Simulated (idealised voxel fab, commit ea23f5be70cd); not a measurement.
This section sets out a process module, namely voxel self aligned vias.
Section cut is 180 nm wide and gridded with 5 nm square cells.
Cross-section = grid of square cells, listed top down in bands; band = one or more rows. The band entry comprises the height of the band's top followed by the height of its bottom, expressed in nm, and subsequently the band's materials from left to right, each stated together with its width in nm. Where a single material is marked with the word "edge to edge", that material fills the band from edge to edge. The word "air" represents empty space. The reference from which all heights are counted is 0, the level beneath which the as-received wafer is entirely one material; the lowest band, having no lower bound, proceeds downward and is written after the example "0..down". With a width like "30..40", each row of cells in the band differs from the next by the same amount, the top row carrying the first number and the bottom row the second. You'll sometimes find "nothing different" written for a step, and that's the way of saying that nowhere in the cross-section did a cell change during that step. Reported under the label "Fully sealed cavities" are the empty spaces having no open way to the top and comprising 8 cells or more; the notation for each is width x height at distance, in which the distance is measured from the left edge and all three values are in nm. Formally, on a step line, whatever follows the settings is a remark that the simulator itself makes on the step. "overlay nm" on a masked step: distance the mask lay right of its planned place, negative for left.
# Process steps foreseen in the plan
1) RECEIVE,material Si
2) CONFORMAL_DEP,material SiO2,thk nm 10
3) CONFORMAL_DEP,material SiCN,thk nm 5
4) DIRECTIONAL_DEP,material lowk,thk nm 20
5) MASKED_ETCH,tone open,mask id LINES,width nm 25,pitch nm 65,etch materials lowk,depth nm 20,overlay nm 0
6) CONFORMAL_DEP,material TiN,thk nm 5
7) FILL_DEP,material W,thk nm 5
8) CMP,height nm 35
9) SELECTIVE_ETCH,etch materials W Ru TiN,depth nm 10
10) FILL_DEP,material SiN,thk nm 5
11) CMP,height nm 35
12) DIRECTIONAL_DEP,material lowk,thk nm 15
13) MASKED_ETCH,tone open,mask id VIAS,width nm 25,etch materials lowk,depth nm 15,overlay nm 0
14) MASKED_ETCH,tone open,mask id VIAS,width nm 35,etch materials SiN,depth nm 10,overlay nm 0
15) CONFORMAL_DEP,material TiN,thk nm 5
16) FILL_DEP,material W,thk nm 5
17) CMP,height nm 50
18) CONFORMAL_DEP,material SiN,thk nm 5
Be aware that, although all wafers share a common starting state, the width nm at step 13 differs among them, and the plan displays the first wafer's value.
# This is how the first of several wafers looked in cross-section when it arrived, which is after step 1
- 0..down  Si edge to edge
- Fully sealed cavities: none
# Cross-section of the first of several wafers once the module has run through its last step, step 18
- 55..50  SiN edge to edge
- 50..35  45 of lowk | 5 of TiN | 15 of W | 5 of TiN | 110 of lowk
- 35..30  45 of lowk | 5 of TiN | 15 of W | 5 of TiN | 40 of lowk | 25 of SiN | 45 of lowk
- 30..25  45 of lowk | 25 of TiN | 40 of lowk | 25 of SiN | 45 of lowk
- 25..20  45 of lowk | 5 of TiN | 15 of W | 5 of TiN | 40 of lowk | 5 of TiN | 15 of W | 5 of TiN | 45 of lowk
- 20..15  45 of lowk | 25 of TiN | 40 of lowk | 25 of TiN | 45 of lowk
- 15..10  SiCN edge to edge
- 10..0  SiO2 edge to edge
- 0..down  Si edge to edge
- Fully sealed cavities: none
# Cross-sectional view of the final wafer of several at the module's end
- 55..50  SiN edge to edge
- 50..40  35 of lowk | 5 of TiN | 40 of W | 5 of TiN | 95 of lowk
- 40..35  35 of lowk | 15 of TiN | 15 of W | 20 of TiN | 95 of lowk
- 35..30  45 of lowk | 5 of TiN | 15 of W | 5 of TiN | 40 of lowk | 25 of SiN | 45 of lowk
- 30..25  45 of lowk | 25 of TiN | 40 of lowk | 25 of SiN | 45 of lowk
- 25..20  45 of lowk | 5 of TiN | 15 of W | 5 of TiN | 40 of lowk | 5 of TiN | 15 of W | 5 of TiN | 45 of lowk
- 20..15  45 of lowk | 25 of TiN | 40 of lowk | 25 of TiN | 45 of lowk
- 15..10  SiCN edge to edge
- 10..0  SiO2 edge to edge
- 0..down  Si edge to edge
- Fully sealed cavities: none
# Basically each wafer gets a line in the table, showing it at the end of the module: material by material, the cells it gained (+) or lost (-) since we got it, then its closed voids
width nm 25; +36 SiCN; +46 SiN; +72 SiO2; +27 TiN; +18 W; +197 lowk; Fully sealed cavities: none
width nm 30; +36 SiCN; +46 SiN; +72 SiO2; +28 TiN; +20 W; +194 lowk; Fully sealed cavities: none
width nm 35; +36 SiCN; +46 SiN; +72 SiO2; +29 TiN; +22 W; +191 lowk; Fully sealed cavities: none
width nm 40; +36 SiCN; +46 SiN; +72 SiO2; +30 TiN; +24 W; +188 lowk; Fully sealed cavities: none
width nm 45; +36 SiCN; +46 SiN; +72 SiO2; +31 TiN; +26 W; +185 lowk; Fully sealed cavities: none
width nm 50; +36 SiCN; +46 SiN; +72 SiO2; +32 TiN; +28 W; +182 lowk; Fully sealed cavities: none
